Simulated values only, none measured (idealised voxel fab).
Title: Process Module voxel wiring stack
Square cell edge 5 nm, section width 275 nm, ID cut.
In this document a cross-section is written as a grid of square cells. It is given as a series of bands, listed from the top down, and a band is one or more rows of cells.
Within each band entry, the heights of the top and of the bottom of the band appear first, in that order and in nm; the materials of the band then follow from left to right, each with its corresponding width in nm. The designation "edge to edge" on a single material indicates that it fills the band from edge to edge; the designation "air" indicates empty space.
Height is counted from the level 0, under which the received wafer is composed throughout of one material. The lowest of the bands is not closed at the bottom but continues downward, in the notation "top 0, no bottom".
Top row gets the first number, bottom row gets the second, and each row in between changes by the same step: that is how a band width like "30->40" works.
Reading "remained the same" for a step: not a cell of the cross-section changed in it.
The label "Closed voids list" introduces a list of the empty spaces, 8 cells or larger, that have no open way up to the top; each entry in it reads width x height at distance, where the distance is taken from the left edge and all three are stated in nm.
What comes after the settings on a step's line is commentary from the simulator itself on that step.
"overlay nm", when on a step's line for a step with a mask, measures how far to the right of its planned place the mask lay; a negative measure means to the left.

### So here's the lineup of process steps we planned
- 1: RECEIVE,material Si
- 2: CONFORMAL_DEP,material SiO2,thk nm 10
- 3: DIRECTIONAL_DEP,material TiN,thk nm 5
- 4: DIRECTIONAL_DEP,material Ru,thk nm 20
- 5: DIRECTIONAL_DEP,material aC,thk nm 10
- 6: PATTERN,tone cover,mask id METAL_1,material resist,width nm 25,pitch nm 40,thk nm 25,overlay nm 0
- 7: DIRECTIONAL_ETCH,etch materials aC,depth nm 10
- 8: STRIP,etch materials resist
- 9: DIRECTIONAL_ETCH,etch materials Ru,depth nm 20
- 10: DIRECTIONAL_ETCH,etch materials TiN,depth nm 5
- 11: STRIP,etch materials aC
- 12: CONFORMAL_DEP,material SiN,thk nm 5
- 13: FILL_DEP,material lowk,thk nm 5
- 14: CMP,height nm 35
- 15: CONFORMAL_DEP,material SiCN,thk nm 5
- 16: DIRECTIONAL_DEP,material lowk,thk nm 20
- 17: PATTERN,tone open,mask id PLUG_1,material resist,width nm 15,pitch nm 80,thk nm 20,overlay nm 0
- 18: DIRECTIONAL_ETCH,etch materials lowk,depth nm 20
- 19: DIRECTIONAL_ETCH,etch materials SiCN,depth nm 5
- 20: STRIP,etch materials resist
- 21: EPI,material Ru,thk nm 10
- 22: EPI,material Ru,thk nm 10
- 23: EPI,material Ru,thk nm 5
- 24: DIRECTIONAL_DEP,material TiN,thk nm 5
- 25: DIRECTIONAL_DEP,material W,thk nm 25
- 26: DIRECTIONAL_DEP,material aC,thk nm 10
- 27: PATTERN,tone cover,mask id METAL_2,material resist,width nm 25,pitch nm 40,thk nm 30,overlay nm 0
- 28: DIRECTIONAL_ETCH,etch materials aC,depth nm 10
- 29: STRIP,etch materials resist
- 30: DIRECTIONAL_ETCH,etch materials W,depth nm 25
- 31: DIRECTIONAL_ETCH,etch materials TiN,depth nm 5
- 32: STRIP,etch materials aC
- 33: FILL_DEP,material lowk,thk nm 10
- 34: CMP,height nm 90
- 35: CONFORMAL_DEP,material SiN,thk nm 5

### Cross-sectional view of the wafer in its as-received condition, corresponding to the state after step 1
* top 0, no bottom  Si edge to edge
* Closed voids list: none

### The first of two wafers, cross-sectioned at the end of the module, with the run proceeding as planned
* top 95, bottom 90  SiN edge to edge
* top 90, bottom 65  65 lowk / 25 W / 15 lowk / 25 W / 15 lowk / 25 W / 15 lowk / 25 W / 65 lowk
* top 65, bottom 60  65 lowk / 25 TiN / 15 lowk / 25 TiN / 15 lowk / 25 TiN / 15 lowk / 25 TiN / 65 lowk
* top 60, bottom 40  65 lowk / 15 Ru / 65 lowk / 15 Ru / 115 lowk
* top 40, bottom 35  65 SiCN / 15 Ru / 65 SiCN / 15 Ru / 115 SiCN
* top 35, bottom 15  60 lowk / 5 SiN / 25 Ru / 5 SiN / 5 lowk / 5 SiN / 25 Ru / 5 SiN / 5 lowk / 5 SiN / 25 Ru / 5 SiN / 5 lowk / 5 SiN / 25 Ru / 5 SiN / 60 lowk
* top 15, bottom 10  65 SiN / 25 TiN / 15 SiN / 25 TiN / 15 SiN / 25 TiN / 15 SiN / 25 TiN / 65 SiN
* top 10, bottom 0  SiO2 edge to edge
* top 0, no bottom  Si edge to edge
* Closed voids list: none

### Wafer two, sectioned after the module: the first wafer's start, the first wafer's plan, and one mistake in how it was run
* top 85, bottom 80  SiN edge to edge
* top 80, bottom 65  65 lowk / 25 W / 15 lowk / 25 W / 15 lowk / 25 W / 15 lowk / 25 W / 65 lowk
* top 65, bottom 60  65 lowk / 25 TiN / 15 lowk / 25 TiN / 15 lowk / 25 TiN / 15 lowk / 25 TiN / 65 lowk
* top 60, bottom 40  65 lowk / 15 Ru / 65 lowk / 15 Ru / 115 lowk
* top 40, bottom 35  65 SiCN / 15 Ru / 65 SiCN / 15 Ru / 115 SiCN
* top 35, bottom 15  60 lowk / 5 SiN / 25 Ru / 5 SiN / 5 lowk / 5 SiN / 25 Ru / 5 SiN / 5 lowk / 5 SiN / 25 Ru / 5 SiN / 5 lowk / 5 SiN / 25 Ru / 5 SiN / 60 lowk
* top 15, bottom 10  65 SiN / 25 TiN / 15 SiN / 25 TiN / 15 SiN / 25 TiN / 15 SiN / 25 TiN / 65 SiN
* top 10, bottom 0  SiO2 edge to edge
* top 0, no bottom  Si edge to edge
* Closed voids list: none
Which mistake was made when the wafer was run? step 34 ran as: CMP,height nm 80
Count the cells at the end and the second wafer has more or fewer of some materials than the first: -40 W | -70 lowk
